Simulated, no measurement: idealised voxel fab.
A process module follows: voxel ribs on slabs.
We display cut, a cross-section 285 nm in width whose square cells are each 5 nm.
Cross-section, as written here: a square-cell grid given band by band from the top down, where a band holds one or more rows of cells.
Band: top and bottom heights (nm) first, top before bottom; then materials from left to right, widths in nm. "full width" marks a sole material filling the band edge to edge. "blank" denotes empty space.
Counting heights begins at 0, where everything beneath is, in the wafer as received, one material. The lowest band has no bottom; it goes on downwards, as "0 down" shows.
A width such as "30..40" changes by the same amount from each row of cells to the next, from the band's top row to its bottom row.
What does "all unchanged" mean for a step? It means no cell of the cross-section changed in that step.
In "Closed internal cavities" the enclosed voids are listed, meaning empty spaces of 8 cells or larger without any opening to the top. The form is width x height at distance, distance from the left edge, units nm.
Read whatever lies past the settings on a step's line as the simulator's own remark about the step.
overlay nm: on a step with a mask, how far right of its planned place the mask lay; negative means left.
# So here's the lineup of process steps we planned
| 1 | RECEIVE [material Si] |
| 2 | DIRECTIONAL_DEP [material SiO2] [thk nm 30] |
| 3 | DIRECTIONAL_DEP [material polySi] [thk nm 20] |
| 4 | PATTERN [tone cover] [mask id RIB] [material resist] [width nm 25] [thk nm 20] [overlay nm 0] |
| 5 | DIRECTIONAL_ETCH [etch materials polySi] [depth nm 5] |
| 6 | STRIP [etch materials resist] |
| 7 | DIRECTIONAL_DEP [material aC] [thk nm 10] |
| 8 | PATTERN [tone cover] [mask id SLAB] [material resist] [width nm 75] [thk nm 30] [overlay nm 0] |
| 9 | DIRECTIONAL_ETCH [etch materials aC] [depth nm 10] |
| 10 | STRIP [etch materials resist] |
| 11 | DIRECTIONAL_ETCH [etch materials polySi] [depth nm 15] |
| 12 | STRIP [etch materials aC] |
| 13 | FILL_DEP [material SiO2] [thk nm 25] |
| 14 | CMP [height nm 65] |
| 15 | DIRECTIONAL_DEP [material W] [thk nm 10] |
| 16 | MASKED_ETCH [tone cover] [mask id HEATER] [width nm 35] [etch materials W] [depth nm 10] [overlay nm 0] |
| 17 | CONFORMAL_DEP [material SiO2] [thk nm 5] |
# Incoming wafer in cross-section (state: after step 1)
  0 down = Si full width
  Closed internal cavities: none
# Wafer at module end, in section. Began as above, planned as above, run with one mistake
  80 to 75 = 120 of blank; 45 of SiO2; 120 of blank
  75 to 70 = 120 of blank; 5 of SiO2; 35 of W; 5 of SiO2; 120 of blank
  70 to 65 = 125 of SiO2; 35 of W; 125 of SiO2
  65 to 60 = SiO2 full width
  60 to 55 = 130 of SiO2; 25 of polySi; 130 of SiO2
  55 to 40 = 105 of SiO2; 75 of polySi; 105 of SiO2
  40 to 30 = polySi full width
  30 to 0 = SiO2 full width
  0 down = Si full width
  Closed internal cavities: none
Misprocessing identified: note that step 3 departed from the planned setting and was carried out as DIRECTIONAL_DEP [material polySi] [thk nm 30]
